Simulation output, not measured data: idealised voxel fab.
This section sets out a process module, namely voxel capacitor over wiring.
Cross-sectional view cut (width: 255 nm; square cell size: 5 nm).
In this document a cross-section is written as a grid of square cells. It is given as a series of bands, listed from the top down, and a band is one or more rows of cells.
Within each band entry, the heights of the top and of the bottom of the band appear first, in that order and in nm; the materials of the band then follow from left to right, each with its corresponding width in nm. The designation "full width" on a single material indicates that it fills the band from edge to edge; the designation "air" indicates empty space.
Heights are reckoned from 0. Under this level, the received wafer is all of one material. The bottommost band is open-ended downward, for example "0 nm and below".
Graded width ("30 to 40"): value in top row of band = first number; value in bottom row = second number; row-to-row change constant.
"remained unchanged" -> step changed no cross-section cell.
This entry, "Closed internal voids", enumerates those empty regions of no fewer than 8 cells that possess no open connection to the top. Each region is reported in the form width x height at distance, the distance being taken from the left edge, with all three quantities expressed in nm.
Read whatever lies past the settings on a step's line as the simulator's own remark about the step.
overlay nm: for a step with a mask, the amount by which the mask lay right of where it was planned; a negative amount means left of it.

[The steps planned for the process are as follows]
| 1 | RECEIVE: material Si |
| 2 | CONFORMAL_DEP: material SiO2, thk nm 15 |
| 3 | CONFORMAL_DEP: material SiN, thk nm 5 |
| 4 | DIRECTIONAL_DEP: material lowk, thk nm 25 |
| 5 | DIRECTIONAL_DEP: material aC, thk nm 10 |
| 6 | PATTERN: tone open, mask id METAL_1, material resist, width nm 25, pitch nm 95, thk nm 25, overlay nm 0 |
| 7 | DIRECTIONAL_ETCH: etch materials aC, depth nm 10 |
| 8 | STRIP: etch materials resist |
| 9 | DIRECTIONAL_ETCH: etch materials lowk, depth nm 25 |
| 10 | DIRECTIONAL_ETCH: etch materials SiN, depth nm 5 |
| 11 | STRIP: etch materials aC |
| 12 | CONFORMAL_DEP: material TiN, thk nm 5 |
| 13 | FILL_DEP: material Cu, thk nm 10 |
| 14 | CMP: height nm 45 |
| 15 | CONFORMAL_DEP: material SiCN, thk nm 5 |
| 16 | DIRECTIONAL_DEP: material SiO2, thk nm 10 |
| 17 | PATTERN: tone open, mask id PLUG_1, material resist, width nm 15, thk nm 15, overlay nm 0 |
| 18 | DIRECTIONAL_ETCH: etch materials SiO2, depth nm 10 |
| 19 | DIRECTIONAL_ETCH: etch materials SiCN, depth nm 5 |
| 20 | STRIP: etch materials resist |
| 21 | CONFORMAL_DEP: material TiN, thk nm 5 |
| 22 | FILL_DEP: material W, thk nm 10 |
| 23 | CMP: height nm 60 |
| 24 | DIRECTIONAL_DEP: material TiN, thk nm 10 |
| 25 | DIRECTIONAL_DEP: material SiN, thk nm 5 |
| 26 | DIRECTIONAL_DEP: material TiN, thk nm 10 |
| 27 | DIRECTIONAL_DEP: material aC, thk nm 10 |
| 28 | PATTERN: tone cover, mask id UPPER_PLATE, material resist, width nm 75, thk nm 25, overlay nm 0 |
| 29 | DIRECTIONAL_ETCH: etch materials aC, depth nm 10 |
| 30 | STRIP: etch materials resist |
| 31 | DIRECTIONAL_ETCH: etch materials TiN, depth nm 10 |
| 32 | DIRECTIONAL_ETCH: etch materials SiN, depth nm 5 |
| 33 | STRIP: etch materials aC |
| 34 | DIRECTIONAL_DEP: material aC, thk nm 15 |
| 35 | PATTERN: tone cover, mask id LOWER_PLATE, material resist, width nm 85, thk nm 30, overlay nm 0 |
| 36 | DIRECTIONAL_ETCH: etch materials aC, depth nm 15 |
| 37 | STRIP: etch materials resist |
| 38 | DIRECTIONAL_ETCH: etch materials TiN, depth nm 10 |
| 39 | STRIP: etch materials aC |
| 40 | FILL_DEP: material SiO2, thk nm 15 |
| 41 | CMP: height nm 95 |
| 42 | DIRECTIONAL_DEP: material aC, thk nm 10 |
| 43 | PATTERN: tone open, mask id PLUG_2, material resist, width nm 15, thk nm 25, overlay nm 0 |
| 44 | DIRECTIONAL_ETCH: etch materials aC, depth nm 10 |
| 45 | STRIP: etch materials resist |
| 46 | DIRECTIONAL_ETCH: etch materials SiO2, depth nm 10 |
| 47 | STRIP: etch materials aC |
| 48 | CONFORMAL_DEP: material TiN, thk nm 5 |
| 49 | FILL_DEP: material Cu, thk nm 5 |
| 50 | CMP: height nm 95 |
| 51 | CONFORMAL_DEP: material SiN, thk nm 5 |

[First wafer of two (run as planned)]

[As-received state of the wafer in cross-section, equivalent to post-step 1]
  0 nm and below: Si full width
  Closed internal voids: none

[The following cross-section depicts the wafer upon completion of step 2]
  15 nm to 0 nm: SiO2 full width
  Lower than 0, everything is as it was.

[The following cross-section depicts the wafer upon completion of step 3]
  20 nm to 15 nm: SiN full width
  Lower than 15, everything is as it was.

[The following cross-section depicts the wafer upon completion of step 4]
  45 nm to 20 nm: lowk full width
  Lower than 20, everything is as it was.

[The following cross-section depicts the wafer upon completion of step 5]
  55 nm to 45 nm: aC full width
  Lower than 45, everything is as it was.

[The following cross-section depicts the wafer upon completion of step 6]
  80 nm to 55 nm: resist 65, air 25, resist 70, air 25, resist 70
  Lower than 55, everything is as it was.

[The following cross-section depicts the wafer upon completion of step 7]
  70 nm to 55 nm: resist 65, air 25, resist 70, air 25, resist 70
  55 nm to 45 nm: aC 65, air 25, aC 70, air 25, aC 70
  Lower than 45, everything is as it was.

[The following cross-section depicts the wafer upon completion of step 8]
  55 nm to 45 nm: aC 65, air 25, aC 70, air 25, aC 70
  Lower than 45, everything is as it was.

[The following cross-section depicts the wafer upon completion of step 9]
  55 nm to 45 nm: aC 65, air 25, aC 70, air 25, aC 70
  45 nm to 20 nm: lowk 65, air 25, lowk 70, air 25, lowk 70
  Lower than 20, everything is as it was.

[The following cross-section depicts the wafer upon completion of step 10]
  55 nm to 45 nm: aC 65, air 25, aC 70, air 25, aC 70
  45 nm to 20 nm: lowk 65, air 25, lowk 70, air 25, lowk 70
  20 nm to 15 nm: SiN 65, air 25, SiN 70, air 25, SiN 70
  Lower than 15, everything is as it was.

[The following cross-section depicts the wafer upon completion of step 11]
  45 nm to 20 nm: lowk 65, air 25, lowk 70, air 25, lowk 70
  Lower than 20, everything is as it was.

[The following cross-section depicts the wafer upon completion of step 12]
  50 nm to 45 nm: TiN 70, air 15, TiN 80, air 15, TiN 75
  45 nm to 20 nm: lowk 65, TiN 5, air 15, TiN 5, lowk 70, TiN 5, air 15, TiN 5, lowk 70
  20 nm to 15 nm: SiN 65, TiN 25, SiN 70, TiN 25, SiN 70
  Lower than 15, everything is as it was.

[The following cross-section depicts the wafer upon completion of step 13]
  60 nm to 50 nm: Cu full width
  50 nm to 45 nm: TiN 70, Cu 15, TiN 80, Cu 15, TiN 75
  45 nm to 20 nm: lowk 65, TiN 5, Cu 15, TiN 5, lowk 70, TiN 5, Cu 15, TiN 5, lowk 70
  Lower than 20, everything is as it was.

[The following cross-section depicts the wafer upon completion of step 14]
  45 nm to 20 nm: lowk 65, TiN 5, Cu 15, TiN 5, lowk 70, TiN 5, Cu 15, TiN 5, lowk 70
  Lower than 20, everything is as it was.

[The following cross-section depicts the wafer upon completion of step 15]
  50 nm to 45 nm: SiCN full width
  Lower than 45, everything is as it was.

[The following cross-section depicts the wafer upon completion of step 16]
  60 nm to 50 nm: SiO2 full width
  Lower than 50, everything is as it was.

[The following cross-section depicts the wafer upon completion of step 17]
  75 nm to 60 nm: resist 75, air 15, resist 165
  Lower than 60, everything is as it was.

[The following cross-section depicts the wafer upon completion of step 18]
  75 nm to 60 nm: resist 75, air 15, resist 165
  60 nm to 50 nm: SiO2 75, air 15, SiO2 165
  Lower than 50, everything is as it was.

[The following cross-section depicts the wafer upon completion of step 19]
  75 nm to 60 nm: resist 75, air 15, resist 165
  60 nm to 50 nm: SiO2 75, air 15, SiO2 165
  50 nm to 45 nm: SiCN 75, air 15, SiCN 165
  Lower than 45, everything is as it was.

[The following cross-section depicts the wafer upon completion of step 20]
  60 nm to 50 nm: SiO2 75, air 15, SiO2 165
  Lower than 50, everything is as it was.

[The following cross-section depicts the wafer upon completion of step 21]
  65 nm to 60 nm: TiN 80, air 5, TiN 170
  60 nm to 50 nm: SiO2 75, TiN 5, air 5, TiN 5, SiO2 165
  50 nm to 45 nm: SiCN 75, TiN 15, SiCN 165
  Lower than 45, everything is as it was.

[The following cross-section depicts the wafer upon completion of step 22]
  75 nm to 65 nm: W full width
  65 nm to 60 nm: TiN 80, W 5, TiN 170
  60 nm to 50 nm: SiO2 75, TiN 5, W 5, TiN 5, SiO2 165
  Lower than 50, everything is as it was.

[The following cross-section depicts the wafer upon completion of step 23]
  60 nm to 50 nm: SiO2 75, TiN 5, W 5, TiN 5, SiO2 165
  Lower than 50, everything is as it was.

[The following cross-section depicts the wafer upon completion of step 24]
  70 nm to 60 nm: TiN full width
  Lower than 60, everything is as it was.

[The following cross-section depicts the wafer upon completion of step 25]
  75 nm to 70 nm: SiN full width
  Lower than 70, everything is as it was.

[The following cross-section depicts the wafer upon completion of step 26]
  85 nm to 75 nm: TiN full width
  Lower than 75, everything is as it was.

[The following cross-section depicts the wafer upon completion of step 27]
  95 nm to 85 nm: aC full width
  Lower than 85, everything is as it was.

[The following cross-section depicts the wafer upon completion of step 28]
  120 nm to 95 nm: air 75, resist 75, air 105
  Lower than 95, everything is as it was.

[The following cross-section depicts the wafer upon completion of step 29]
  110 nm to 95 nm: air 75, resist 75, air 105
  95 nm to 85 nm: air 75, aC 75, air 105
  Lower than 85, everything is as it was.

[The following cross-section depicts the wafer upon completion of step 30]
  95 nm to 85 nm: air 75, aC 75, air 105
  Lower than 85, everything is as it was.

[The following cross-section depicts the wafer upon completion of step 31]
  95 nm to 85 nm: air 75, aC 75, air 105
  85 nm to 75 nm: air 75, TiN 75, air 105
  Lower than 75, everything is as it was.

[The following cross-section depicts the wafer upon completion of step 32]
  95 nm to 85 nm: air 75, aC 75, air 105
  85 nm to 75 nm: air 75, TiN 75, air 105
  75 nm to 70 nm: air 75, SiN 75, air 105
  Lower than 70, everything is as it was.

[The following cross-section depicts the wafer upon completion of step 33]
  85 nm to 75 nm: air 75, TiN 75, air 105
  Lower than 75, everything is as it was.

[The following cross-section depicts the wafer upon completion of step 34]
  100 nm to 85 nm: air 75, aC 75, air 105
  85 nm to 75 nm: aC 75, TiN 75, aC 105
  75 nm to 70 nm: aC 75, SiN 75, aC 105
  Lower than 70, everything is as it was.

[The following cross-section depicts the wafer upon completion of step 35]
  130 nm to 100 nm: air 70, resist 85, air 100
  100 nm to 85 nm: air 70, resist 5, aC 75, resist 5, air 100
  Lower than 85, everything is as it was.

[The following cross-section depicts the wafer upon completion of step 36]
  115 nm to 100 nm: air 70, resist 85, air 100
  100 nm to 85 nm: air 70, resist 5, aC 75, resist 5, air 100
  85 nm to 75 nm: air 70, aC 5, TiN 75, aC 5, air 100
  75 nm to 70 nm: air 70, aC 5, SiN 75, aC 5, air 100
  Lower than 70, everything is as it was.

[The following cross-section depicts the wafer upon completion of step 37]
  100 nm to 85 nm: air 75, aC 75, air 105
  Lower than 85, everything is as it was.

[The following cross-section depicts the wafer upon completion of step 38]
  100 nm to 85 nm: air 75, aC 75, air 105
  85 nm to 75 nm: air 70, aC 5, TiN 75, aC 5, air 100
  75 nm to 70 nm: air 70, aC 5, SiN 75, aC 5, air 100
  70 nm to 60 nm: air 70, TiN 85, air 100
  Lower than 60, everything is as it was.

[The following cross-section depicts the wafer upon completion of step 39]
  85 nm to 75 nm: air 75, TiN 75, air 105
  75 nm to 70 nm: air 75, SiN 75, air 105
  Lower than 70, everything is as it was.

[The following cross-section depicts the wafer upon completion of step 40]
  100 nm to 85 nm: SiO2 full width
  85 nm to 75 nm: SiO2 75, TiN 75, SiO2 105
  75 nm to 70 nm: SiO2 75, SiN 75, SiO2 105
  70 nm to 60 nm: SiO2 70, TiN 85, SiO2 100
  Lower than 60, everything is as it was.

[The following cross-section depicts the wafer upon completion of step 41]
  95 nm to 85 nm: SiO2 full width
  Lower than 85, everything is as it was.

[The following cross-section depicts the wafer upon completion of step 42]
  105 nm to 95 nm: aC full width
  Lower than 95, everything is as it was.

[The following cross-section depicts the wafer upon completion of step 43]
  130 nm to 105 nm: resist 85, air 15, resist 155
  Lower than 105, everything is as it was.

[The following cross-section depicts the wafer upon completion of step 44]
  120 nm to 105 nm: resist 85, air 15, resist 155
  105 nm to 95 nm: aC 85, air 15, aC 155
  Lower than 95, everything is as it was.

[The following cross-section depicts the wafer upon completion of step 45]
  105 nm to 95 nm: aC 85, air 15, aC 155
  Lower than 95, everything is as it was.

[The following cross-section depicts the wafer upon completion of step 46]
  105 nm to 95 nm: aC 85, air 15, aC 155
  95 nm to 85 nm: SiO2 85, air 15, SiO2 155
  Lower than 85, everything is as it was.

[The following cross-section depicts the wafer upon completion of step 47]
  95 nm to 85 nm: SiO2 85, air 15, SiO2 155
  Lower than 85, everything is as it was.

[The following cross-section depicts the wafer upon completion of step 48]
  100 nm to 95 nm: TiN 90, air 5, TiN 160
  95 nm to 90 nm: SiO2 85, TiN 5, air 5, TiN 5, SiO2 155
  90 nm to 85 nm: SiO2 85, TiN 15, SiO2 155
  Lower than 85, everything is as it was.

[The following cross-section depicts the wafer upon completion of step 49]
  105 nm to 100 nm: Cu full width
  100 nm to 95 nm: TiN 90, Cu 5, TiN 160
  95 nm to 90 nm: SiO2 85, TiN 5, Cu 5, TiN 5, SiO2 155
  Lower than 90, everything is as it was.

[The following cross-section depicts the wafer upon completion of step 50]
  95 nm to 90 nm: SiO2 85, TiN 5, Cu 5, TiN 5, SiO2 155
  Lower than 90, everything is as it was.

[The following cross-section depicts the wafer upon completion of step 51]
  100 nm to 95 nm: SiN full width
  Lower than 95, everything is as it was.

[Companion wafer, the second of two: same beginning, same intended sequence, one mistake in carrying it out; through step 15 inclusive it tracks the first exactly]

[Cross-sectional view of the second wafer at the intended end time of process step 16]
  55 nm to 50 nm: SiO2 full width
  Lower than 50, everything is as it was.

[Cross-sectional view of the second wafer at the intended end time of process step 17]
  70 nm to 55 nm: resist 75, air 15, resist 165
  Lower than 55, everything is as it was.

[Cross-sectional view of the second wafer at the intended end time of process step 18]
  70 nm to 55 nm: resist 75, air 15, resist 165
  55 nm to 50 nm: SiO2 75, air 15, SiO2 165
  Lower than 50, everything is as it was.

[Cross-sectional view of the second wafer at the intended end time of process step 19]
  70 nm to 55 nm: resist 75, air 15, resist 165
  55 nm to 50 nm: SiO2 75, air 15, SiO2 165
  50 nm to 45 nm: SiCN 75, air 15, SiCN 165
  Lower than 45, everything is as it was.

[Cross-sectional view of the second wafer at the intended end time of process step 20]
  55 nm to 50 nm: SiO2 75, air 15, SiO2 165
  Lower than 50, everything is as it was.

[Cross-sectional view of the second wafer at the intended end time of process step 21]
  60 nm to 55 nm: TiN 80, air 5, TiN 170
  55 nm to 50 nm: SiO2 75, TiN 5, air 5, TiN 5, SiO2 165
  50 nm to 45 nm: SiCN 75, TiN 15, SiCN 165
  Lower than 45, everything is as it was.

[Cross-sectional view of the second wafer at the intended end time of process step 22]
  70 nm to 60 nm: W full width
  60 nm to 55 nm: TiN 80, W 5, TiN 170
  55 nm to 50 nm: SiO2 75, TiN 5, W 5, TiN 5, SiO2 165
  Lower than 50, everything is as it was.

[Cross-sectional view of the second wafer at the intended end time of process step 23]
  60 nm to 55 nm: TiN 80, W 5, TiN 170
  Lower than 55, everything is as it was.

[Cross-sectional view of the second wafer at the intended end time of process step 24]
  70 nm to 60 nm: TiN full width
  Lower than 60, everything is as it was.

[Cross-sectional view of the second wafer at the intended end time of process step 25]
  75 nm to 70 nm: SiN full width
  Lower than 70, everything is as it was.

[Cross-sectional view of the second wafer at the intended end time of process step 26]
  85 nm to 75 nm: TiN full width
  Lower than 75, everything is as it was.

[Cross-sectional view of the second wafer at the intended end time of process step 27]
  95 nm to 85 nm: aC full width
  Lower than 85, everything is as it was.

[Cross-sectional view of the second wafer at the intended end time of process step 28]
  120 nm to 95 nm: air 75, resist 75, air 105
  Lower than 95, everything is as it was.

[Cross-sectional view of the second wafer at the intended end time of process step 29]
  110 nm to 95 nm: air 75, resist 75, air 105
  95 nm to 85 nm: air 75, aC 75, air 105
  Lower than 85, everything is as it was.

[Cross-sectional view of the second wafer at the intended end time of process step 30]
  95 nm to 85 nm: air 75, aC 75, air 105
  Lower than 85, everything is as it was.

[Cross-sectional view of the second wafer at the intended end time of process step 31]
  95 nm to 85 nm: air 75, aC 75, air 105
  85 nm to 75 nm: air 75, TiN 75, air 105
  Lower than 75, everything is as it was.

[Cross-sectional view of the second wafer at the intended end time of process step 32]
  95 nm to 85 nm: air 75, aC 75, air 105
  85 nm to 75 nm: air 75, TiN 75, air 105
  75 nm to 70 nm: air 75, SiN 75, air 105
  Lower than 70, everything is as it was.

[Cross-sectional view of the second wafer at the intended end time of process step 33]
  85 nm to 75 nm: air 75, TiN 75, air 105
  Lower than 75, everything is as it was.

[Cross-sectional view of the second wafer at the intended end time of process step 34]
  100 nm to 85 nm: air 75, aC 75, air 105
  85 nm to 75 nm: aC 75, TiN 75, aC 105
  75 nm to 70 nm: aC 75, SiN 75, aC 105
  Lower than 70, everything is as it was.

[Cross-sectional view of the second wafer at the intended end time of process step 35]
  130 nm to 100 nm: air 70, resist 85, air 100
  100 nm to 85 nm: air 70, resist 5, aC 75, resist 5, air 100
  Lower than 85, everything is as it was.

[Cross-sectional view of the second wafer at the intended end time of process step 36]
  115 nm to 100 nm: air 70, resist 85, air 100
  100 nm to 85 nm: air 70, resist 5, aC 75, resist 5, air 100
  85 nm to 75 nm: air 70, aC 5, TiN 75, aC 5, air 100
  75 nm to 70 nm: air 70, aC 5, SiN 75, aC 5, air 100
  Lower than 70, everything is as it was.

[Cross-sectional view of the second wafer at the intended end time of process step 37]
  100 nm to 85 nm: air 75, aC 75, air 105
  Lower than 85, everything is as it was.

[Cross-sectional view of the second wafer at the intended end time of process step 38]
  100 nm to 85 nm: air 75, aC 75, air 105
  85 nm to 75 nm: air 70, aC 5, TiN 75, aC 5, air 100
  75 nm to 70 nm: air 70, aC 5, SiN 75, aC 5, air 100
  70 nm to 60 nm: air 70, TiN 85, air 100
  Lower than 60, everything is as it was.

[Cross-sectional view of the second wafer at the intended end time of process step 39]
  85 nm to 75 nm: air 75, TiN 75, air 105
  75 nm to 70 nm: air 75, SiN 75, air 105
  Lower than 70, everything is as it was.

[Cross-sectional view of the second wafer at the intended end time of process step 40]
  100 nm to 85 nm: SiO2 full width
  85 nm to 75 nm: SiO2 75, TiN 75, SiO2 105
  75 nm to 70 nm: SiO2 75, SiN 75, SiO2 105
  70 nm to 60 nm: SiO2 70, TiN 85, SiO2 100
  Lower than 60, everything is as it was.

[Cross-sectional view of the second wafer at the intended end time of process step 41]
  95 nm to 85 nm: SiO2 full width
  Lower than 85, everything is as it was.

[Cross-sectional view of the second wafer at the intended end time of process step 42]
  105 nm to 95 nm: aC full width
  Lower than 95, everything is as it was.

[Cross-sectional view of the second wafer at the intended end time of process step 43]
  130 nm to 105 nm: resist 85, air 15, resist 155
  Lower than 105, everything is as it was.

[Cross-sectional view of the second wafer at the intended end time of process step 44]
  120 nm to 105 nm: resist 85, air 15, resist 155
  105 nm to 95 nm: aC 85, air 15, aC 155
  Lower than 95, everything is as it was.

[Cross-sectional view of the second wafer at the intended end time of process step 45]
  105 nm to 95 nm: aC 85, air 15, aC 155
  Lower than 95, everything is as it was.

[Cross-sectional view of the second wafer at the intended end time of process step 46]
  105 nm to 95 nm: aC 85, air 15, aC 155
  95 nm to 85 nm: SiO2 85, air 15, SiO2 155
  Lower than 85, everything is as it was.

[Cross-sectional view of the second wafer at the intended end time of process step 47]
  95 nm to 85 nm: SiO2 85, air 15, SiO2 155
  Lower than 85, everything is as it was.

[Cross-sectional view of the second wafer at the intended end time of process step 48]
  100 nm to 95 nm: TiN 90, air 5, TiN 160
  95 nm to 90 nm: SiO2 85, TiN 5, air 5, TiN 5, SiO2 155
  90 nm to 85 nm: SiO2 85, TiN 15, SiO2 155
  Lower than 85, everything is as it was.

[Cross-sectional view of the second wafer at the intended end time of process step 49]
  105 nm to 100 nm: Cu full width
  100 nm to 95 nm: TiN 90, Cu 5, TiN 160
  95 nm to 90 nm: SiO2 85, TiN 5, Cu 5, TiN 5, SiO2 155
  Lower than 90, everything is as it was.

[Cross-sectional view of the second wafer at the intended end time of process step 50]
  95 nm to 90 nm: SiO2 85, TiN 5, Cu 5, TiN 5, SiO2 155
  Lower than 90, everything is as it was.

[Cross-sectional view of the second wafer at the intended end time of process step 51]
  100 nm to 95 nm: SiN full width
  Lower than 95, everything is as it was.
Misprocessing identified: step 16 off recipe, ran as DIRECTIONAL_DEP: material SiO2, thk nm 5
Counted in cells at the end, the second wafer holds more or fewer of these materials than the first: -48 SiO2, +48 TiN
